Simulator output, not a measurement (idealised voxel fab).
The document below concerns the process module designated voxel gate over fins.
The cross-section shown here is cut; it is 155 nm wide and divided into square cells measuring 5 nm on a side.
Think of the cross-section as a grid of square cells. We describe it in bands, top to bottom, and each band covers one or more rows of those cells.
Read a band's entry like this: the first values are the height of its top and the height of its bottom in nm, and what follows is the sequence of materials from left to right, each with its width in nm. Note that "empty" is empty space, and that a single material marked "edge to edge" reaches across the band from edge to edge.
Beneath 0, the wafer as received is one material, and that level is where height counting begins. The lowest band goes on downward without a bottom; it is written like "z 0 and below".
With a width like "30->40", each row of cells in the band differs from the next by the same amount, the top row carrying the first number and the bottom row the second.
"no modifications" after a step means that no cell of the cross-section changed.
"Voids, enclosed" specifies each empty space that is not open to the top and that occupies no fewer than 8 cells, using the form width x height at distance, the distance measured from the left edge and all three quantities in nm.
Note: text after step settings on the step line = simulator remark on that step.
"overlay nm" on a masked step: distance the mask lay right of its planned place, negative for left.

Process steps foreseen in the plan
| 1 | op RECEIVE | material Si |
| 2 | op CONFORMAL_DEP | material SiN | thk nm 10 |
| 3 | op MASKED_ETCH | tone cover | mask id FINS | width nm 15 | pitch nm 55 | etch materials SiN | depth nm 10 | overlay nm 0 |
| 4 | op MASKED_ETCH | tone cover | mask id FINS | width nm 15 | pitch nm 55 | etch materials Si | depth nm 30 | overlay nm 0 |
| 5 | op FILL_DEP | material SiO2 | thk nm 10 |
| 6 | op CMP | height nm 10 |
| 7 | op DIRECTIONAL_DEP | material aC | thk nm 10 |
| 8 | op PATTERN | tone open | mask id RAIL | material resist | width nm 15 | thk nm 25 | overlay nm 0 |
| 9 | op DIRECTIONAL_ETCH | etch materials aC | depth nm 10 |
| 10 | op STRIP | etch materials resist |
| 11 | op DIRECTIONAL_ETCH | etch materials SiO2 | depth nm 35 |
| 12 | op STRIP | etch materials aC |
| 13 | op CONFORMAL_DEP | material TiN | thk nm 5 |
| 14 | op FILL_DEP | material W | thk nm 5 |
| 15 | op CMP | height nm 10 |
| 16 | op SELECTIVE_ETCH | etch materials W Ru TiN | depth nm 30 |
| 17 | op FILL_DEP | material SiO2 | thk nm 5 |
| 18 | op CMP | height nm 10 |
| 19 | op SELECTIVE_ETCH | etch materials SiO2 | depth nm 25 |
| 20 | op STRIP | etch materials SiN |
| 21 | op CONFORMAL_DEP | material HfO2 | thk nm 5 |
| 22 | op CONFORMAL_DEP | material TiN | thk nm 5 |
| 23 | op FILL_DEP | material W | thk nm 15 |
| 24 | op CMP | height nm 20 |
| 25 | op CONFORMAL_DEP | material SiCN | thk nm 10 |

Run as planned: first of two wafers

Received-state cross-section, reflecting completion of step 1
* z 0 and below  Si edge to edge
* Voids, enclosed: none

How the wafer stands in section after step 2
* z 10 to 0  SiN edge to edge
* For the remainder of the cross-section, below 0, there is no change.

How the wafer stands in section after step 3
* z 10 to 0  40 of empty / 15 of SiN / 40 of empty / 15 of SiN / 45 of empty
* For the remainder of the cross-section, below 0, there is no change.

How the wafer stands in section after step 4
* z 10 to 0  40 of empty / 15 of SiN / 40 of empty / 15 of SiN / 45 of empty
* z 0 to -30  40 of empty / 15 of Si / 40 of empty / 15 of Si / 45 of empty
* For the remainder of the cross-section, below -30, there is no change.

How the wafer stands in section after step 5
* z 20 to 10  SiO2 edge to edge
* z 10 to 0  40 of SiO2 / 15 of SiN / 40 of SiO2 / 15 of SiN / 45 of SiO2
* z 0 to -30  40 of SiO2 / 15 of Si / 40 of SiO2 / 15 of Si / 45 of SiO2
* For the remainder of the cross-section, below -30, there is no change.

How the wafer stands in section after step 6
* z 10 to 0  40 of SiO2 / 15 of SiN / 40 of SiO2 / 15 of SiN / 45 of SiO2
* For the remainder of the cross-section, below 0, there is no change.

How the wafer stands in section after step 7
* z 20 to 10  aC edge to edge
* For the remainder of the cross-section, below 10, there is no change.

How the wafer stands in section after step 8
* z 45 to 20  65 of resist / 15 of empty / 75 of resist
* For the remainder of the cross-section, below 20, there is no change.

How the wafer stands in section after step 9
* z 35 to 20  65 of resist / 15 of empty / 75 of resist
* z 20 to 10  65 of aC / 15 of empty / 75 of aC
* For the remainder of the cross-section, below 10, there is no change.

How the wafer stands in section after step 10
* z 20 to 10  65 of aC / 15 of empty / 75 of aC
* For the remainder of the cross-section, below 10, there is no change.

How the wafer stands in section after step 11
* z 20 to 10  65 of aC / 15 of empty / 75 of aC
* z 10 to 0  40 of SiO2 / 15 of SiN / 10 of SiO2 / 15 of empty / 15 of SiO2 / 15 of SiN / 45 of SiO2
* z 0 to -25  40 of SiO2 / 15 of Si / 10 of SiO2 / 15 of empty / 15 of SiO2 / 15 of Si / 45 of SiO2
* For the remainder of the cross-section, below -25, there is no change.

How the wafer stands in section after step 12
* z 10 to 0  40 of SiO2 / 15 of SiN / 10 of SiO2 / 15 of empty / 15 of SiO2 / 15 of SiN / 45 of SiO2
* For the remainder of the cross-section, below 0, there is no change.

How the wafer stands in section after step 13
* z 15 to 10  70 of TiN / 5 of empty / 80 of TiN
* z 10 to 0  40 of SiO2 / 15 of SiN / 10 of SiO2 / 5 of TiN / 5 of empty / 5 of TiN / 15 of SiO2 / 15 of SiN / 45 of SiO2
* z 0 to -20  40 of SiO2 / 15 of Si / 10 of SiO2 / 5 of TiN / 5 of empty / 5 of TiN / 15 of SiO2 / 15 of Si / 45 of SiO2
* z -20 to -25  40 of SiO2 / 15 of Si / 10 of SiO2 / 15 of TiN / 15 of SiO2 / 15 of Si / 45 of SiO2
* For the remainder of the cross-section, below -25, there is no change.

How the wafer stands in section after step 14
* z 20 to 15  W edge to edge
* z 15 to 10  70 of TiN / 5 of W / 80 of TiN
* z 10 to 0  40 of SiO2 / 15 of SiN / 10 of SiO2 / 5 of TiN / 5 of W / 5 of TiN / 15 of SiO2 / 15 of SiN / 45 of SiO2
* z 0 to -20  40 of SiO2 / 15 of Si / 10 of SiO2 / 5 of TiN / 5 of W / 5 of TiN / 15 of SiO2 / 15 of Si / 45 of SiO2
* For the remainder of the cross-section, below -20, there is no change.

How the wafer stands in section after step 15
* z 10 to 0  40 of SiO2 / 15 of SiN / 10 of SiO2 / 5 of TiN / 5 of W / 5 of TiN / 15 of SiO2 / 15 of SiN / 45 of SiO2
* For the remainder of the cross-section, below 0, there is no change.

How the wafer stands in section after step 16
* z 10 to 0  40 of SiO2 / 15 of SiN / 10 of SiO2 / 15 of empty / 15 of SiO2 / 15 of SiN / 45 of SiO2
* z 0 to -20  40 of SiO2 / 15 of Si / 10 of SiO2 / 15 of empty / 15 of SiO2 / 15 of Si / 45 of SiO2
* For the remainder of the cross-section, below -20, there is no change.

How the wafer stands in section after step 17
* z 15 to 10  SiO2 edge to edge
* z 10 to 0  40 of SiO2 / 15 of SiN / 40 of SiO2 / 15 of SiN / 45 of SiO2
* z 0 to -20  40 of SiO2 / 15 of Si / 40 of SiO2 / 15 of Si / 45 of SiO2
* For the remainder of the cross-section, below -20, there is no change.

How the wafer stands in section after step 18
* z 10 to 0  40 of SiO2 / 15 of SiN / 40 of SiO2 / 15 of SiN / 45 of SiO2
* For the remainder of the cross-section, below 0, there is no change.

How the wafer stands in section after step 19
* z 10 to 0  40 of empty / 15 of SiN / 40 of empty / 15 of SiN / 45 of empty
* z 0 to -15  40 of empty / 15 of Si / 40 of empty / 15 of Si / 45 of empty
* For the remainder of the cross-section, below -15, there is no change.

How the wafer stands in section after step 20
* z 0 to -15  40 of empty / 15 of Si / 40 of empty / 15 of Si / 45 of empty
* For the remainder of the cross-section, below -15, there is no change.

How the wafer stands in section after step 21
* z 5 to 0  35 of empty / 25 of HfO2 / 30 of empty / 25 of HfO2 / 40 of empty
* z 0 to -10  35 of empty / 5 of HfO2 / 15 of Si / 5 of HfO2 / 30 of empty / 5 of HfO2 / 15 of Si / 5 of HfO2 / 40 of empty
* z -10 to -15  40 of HfO2 / 15 of Si / 40 of HfO2 / 15 of Si / 45 of HfO2
* For the remainder of the cross-section, below -15, there is no change.

How the wafer stands in section after step 22
* z 10 to 5  30 of empty / 35 of TiN / 20 of empty / 35 of TiN / 35 of empty
* z 5 to 0  30 of empty / 5 of TiN / 25 of HfO2 / 5 of TiN / 20 of empty / 5 of TiN / 25 of HfO2 / 5 of TiN / 35 of empty
* z 0 to -5  30 of empty / 5 of TiN / 5 of HfO2 / 15 of Si / 5 of HfO2 / 5 of TiN / 20 of empty / 5 of TiN / 5 of HfO2 / 15 of Si / 5 of HfO2 / 5 of TiN / 35 of empty
* z -5 to -10  35 of TiN / 5 of HfO2 / 15 of Si / 5 of HfO2 / 30 of TiN / 5 of HfO2 / 15 of Si / 5 of HfO2 / 40 of TiN
* For the remainder of the cross-section, below -10, there is no change.

How the wafer stands in section after step 23
* z 25 to 10  W edge to edge
* z 10 to 5  30 of W / 35 of TiN / 20 of W / 35 of TiN / 35 of W
* z 5 to 0  30 of W / 5 of TiN / 25 of HfO2 / 5 of TiN / 20 of W / 5 of TiN / 25 of HfO2 / 5 of TiN / 35 of W
* z 0 to -5  30 of W / 5 of TiN / 5 of HfO2 / 15 of Si / 5 of HfO2 / 5 of TiN / 20 of W / 5 of TiN / 5 of HfO2 / 15 of Si / 5 of HfO2 / 5 of TiN / 35 of W
* For the remainder of the cross-section, below -5, there is no change.

How the wafer stands in section after step 24
* z 20 to 10  W edge to edge
* For the remainder of the cross-section, below 10, there is no change.

How the wafer stands in section after step 25
* z 30 to 20  SiCN edge to edge
* For the remainder of the cross-section, below 20, there is no change.

Second wafer. Start and plan as for the first. One mistake made in running. Agrees with the first up to and including step 3

Cross-section of the second wafer at the time step 4 of the plan should have ended
* z 10 to 0  40 of empty / 15 of SiN / 40 of empty / 15 of SiN / 45 of empty
* z 0 to -60  40 of empty / 15 of Si / 40 of empty / 15 of Si / 45 of empty
* For the remainder of the cross-section, below -60, there is no change.

Cross-section of the second wafer at the time step 5 of the plan should have ended
* z 20 to 10  SiO2 edge to edge
* z 10 to 0  40 of SiO2 / 15 of SiN / 40 of SiO2 / 15 of SiN / 45 of SiO2
* z 0 to -60  40 of SiO2 / 15 of Si / 40 of SiO2 / 15 of Si / 45 of SiO2
* For the remainder of the cross-section, below -60, there is no change.

Cross-section of the second wafer at the time step 6 of the plan should have ended
* z 10 to 0  40 of SiO2 / 15 of SiN / 40 of SiO2 / 15 of SiN / 45 of SiO2
* For the remainder of the cross-section, below 0, there is no change.

Cross-section of the second wafer at the time step 7 of the plan should have ended
* z 20 to 10  aC edge to edge
* For the remainder of the cross-section, below 10, there is no change.

Cross-section of the second wafer at the time step 8 of the plan should have ended
* z 45 to 20  65 of resist / 15 of empty / 75 of resist
* For the remainder of the cross-section, below 20, there is no change.

Cross-section of the second wafer at the time step 9 of the plan should have ended
* z 35 to 20  65 of resist / 15 of empty / 75 of resist
* z 20 to 10  65 of aC / 15 of empty / 75 of aC
* For the remainder of the cross-section, below 10, there is no change.

Cross-section of the second wafer at the time step 10 of the plan should have ended
* z 20 to 10  65 of aC / 15 of empty / 75 of aC
* For the remainder of the cross-section, below 10, there is no change.

Cross-section of the second wafer at the time step 11 of the plan should have ended
* z 20 to 10  65 of aC / 15 of empty / 75 of aC
* z 10 to 0  40 of SiO2 / 15 of SiN / 10 of SiO2 / 15 of empty / 15 of SiO2 / 15 of SiN / 45 of SiO2
* z 0 to -25  40 of SiO2 / 15 of Si / 10 of SiO2 / 15 of empty / 15 of SiO2 / 15 of Si / 45 of SiO2
* For the remainder of the cross-section, below -25, there is no change.

Cross-section of the second wafer at the time step 12 of the plan should have ended
* z 10 to 0  40 of SiO2 / 15 of SiN / 10 of SiO2 / 15 of empty / 15 of SiO2 / 15 of SiN / 45 of SiO2
* For the remainder of the cross-section, below 0, there is no change.

Cross-section of the second wafer at the time step 13 of the plan should have ended
* z 15 to 10  70 of TiN / 5 of empty / 80 of TiN
* z 10 to 0  40 of SiO2 / 15 of SiN / 10 of SiO2 / 5 of TiN / 5 of empty / 5 of TiN / 15 of SiO2 / 15 of SiN / 45 of SiO2
* z 0 to -20  40 of SiO2 / 15 of Si / 10 of SiO2 / 5 of TiN / 5 of empty / 5 of TiN / 15 of SiO2 / 15 of Si / 45 of SiO2
* z -20 to -25  40 of SiO2 / 15 of Si / 10 of SiO2 / 15 of TiN / 15 of SiO2 / 15 of Si / 45 of SiO2
* For the remainder of the cross-section, below -25, there is no change.

Cross-section of the second wafer at the time step 14 of the plan should have ended
* z 20 to 15  W edge to edge
* z 15 to 10  70 of TiN / 5 of W / 80 of TiN
* z 10 to 0  40 of SiO2 / 15 of SiN / 10 of SiO2 / 5 of TiN / 5 of W / 5 of TiN / 15 of SiO2 / 15 of SiN / 45 of SiO2
* z 0 to -20  40 of SiO2 / 15 of Si / 10 of SiO2 / 5 of TiN / 5 of W / 5 of TiN / 15 of SiO2 / 15 of Si / 45 of SiO2
* For the remainder of the cross-section, below -20, there is no change.

Cross-section of the second wafer at the time step 15 of the plan should have ended
* z 10 to 0  40 of SiO2 / 15 of SiN / 10 of SiO2 / 5 of TiN / 5 of W / 5 of TiN / 15 of SiO2 / 15 of SiN / 45 of SiO2
* For the remainder of the cross-section, below 0, there is no change.

Cross-section of the second wafer at the time step 16 of the plan should have ended
* z 10 to 0  40 of SiO2 / 15 of SiN / 10 of SiO2 / 15 of empty / 15 of SiO2 / 15 of SiN / 45 of SiO2
* z 0 to -20  40 of SiO2 / 15 of Si / 10 of SiO2 / 15 of empty / 15 of SiO2 / 15 of Si / 45 of SiO2
* For the remainder of the cross-section, below -20, there is no change.

Cross-section of the second wafer at the time step 17 of the plan should have ended
* z 15 to 10  SiO2 edge to edge
* z 10 to 0  40 of SiO2 / 15 of SiN / 40 of SiO2 / 15 of SiN / 45 of SiO2
* z 0 to -20  40 of SiO2 / 15 of Si / 40 of SiO2 / 15 of Si / 45 of SiO2
* For the remainder of the cross-section, below -20, there is no change.

Cross-section of the second wafer at the time step 18 of the plan should have ended
* z 10 to 0  40 of SiO2 / 15 of SiN / 40 of SiO2 / 15 of SiN / 45 of SiO2
* For the remainder of the cross-section, below 0, there is no change.

Cross-section of the second wafer at the time step 19 of the plan should have ended
* z 10 to 0  40 of empty / 15 of SiN / 40 of empty / 15 of SiN / 45 of empty
* z 0 to -15  40 of empty / 15 of Si / 40 of empty / 15 of Si / 45 of empty
* For the remainder of the cross-section, below -15, there is no change.

Cross-section of the second wafer at the time step 20 of the plan should have ended
* z 0 to -15  40 of empty / 15 of Si / 40 of empty / 15 of Si / 45 of empty
* For the remainder of the cross-section, below -15, there is no change.

Cross-section of the second wafer at the time step 21 of the plan should have ended
* z 5 to 0  35 of empty / 25 of HfO2 / 30 of empty / 25 of HfO2 / 40 of empty
* z 0 to -10  35 of empty / 5 of HfO2 / 15 of Si / 5 of HfO2 / 30 of empty / 5 of HfO2 / 15 of Si / 5 of HfO2 / 40 of empty
* z -10 to -15  40 of HfO2 / 15 of Si / 40 of HfO2 / 15 of Si / 45 of HfO2
* For the remainder of the cross-section, below -15, there is no change.

Cross-section of the second wafer at the time step 22 of the plan should have ended
* z 10 to 5  30 of empty / 35 of TiN / 20 of empty / 35 of TiN / 35 of empty
* z 5 to 0  30 of empty / 5 of TiN / 25 of HfO2 / 5 of TiN / 20 of empty / 5 of TiN / 25 of HfO2 / 5 of TiN / 35 of empty
* z 0 to -5  30 of empty / 5 of TiN / 5 of HfO2 / 15 of Si / 5 of HfO2 / 5 of TiN / 20 of empty / 5 of TiN / 5 of HfO2 / 15 of Si / 5 of HfO2 / 5 of TiN / 35 of empty
* z -5 to -10  35 of TiN / 5 of HfO2 / 15 of Si / 5 of HfO2 / 30 of TiN / 5 of HfO2 / 15 of Si / 5 of HfO2 / 40 of TiN
* For the remainder of the cross-section, below -10, there is no change.

Cross-section of the second wafer at the time step 23 of the plan should have ended
* z 25 to 10  W edge to edge
* z 10 to 5  30 of W / 35 of TiN / 20 of W / 35 of TiN / 35 of W
* z 5 to 0  30 of W / 5 of TiN / 25 of HfO2 / 5 of TiN / 20 of W / 5 of TiN / 25 of HfO2 / 5 of TiN / 35 of W
* z 0 to -5  30 of W / 5 of TiN / 5 of HfO2 / 15 of Si / 5 of HfO2 / 5 of TiN / 20 of W / 5 of TiN / 5 of HfO2 / 15 of Si / 5 of HfO2 / 5 of TiN / 35 of W
* For the remainder of the cross-section, below -5, there is no change.

Cross-section of the second wafer at the time step 24 of the plan should have ended
* z 20 to 10  W edge to edge
* For the remainder of the cross-section, below 10, there is no change.

Cross-section of the second wafer at the time step 25 of the plan should have ended
* z 30 to 20  SiCN edge to edge
* For the remainder of the cross-section, below 20, there is no change.
In executing the process, a mistake was made relative to the plan: plan step 4 was twice executed
It is noted that, at the conclusion of processing, the second wafer exhibits a higher or lower cell count for certain materials relative to the first: Si: 150 fewer; SiO2: 150 more
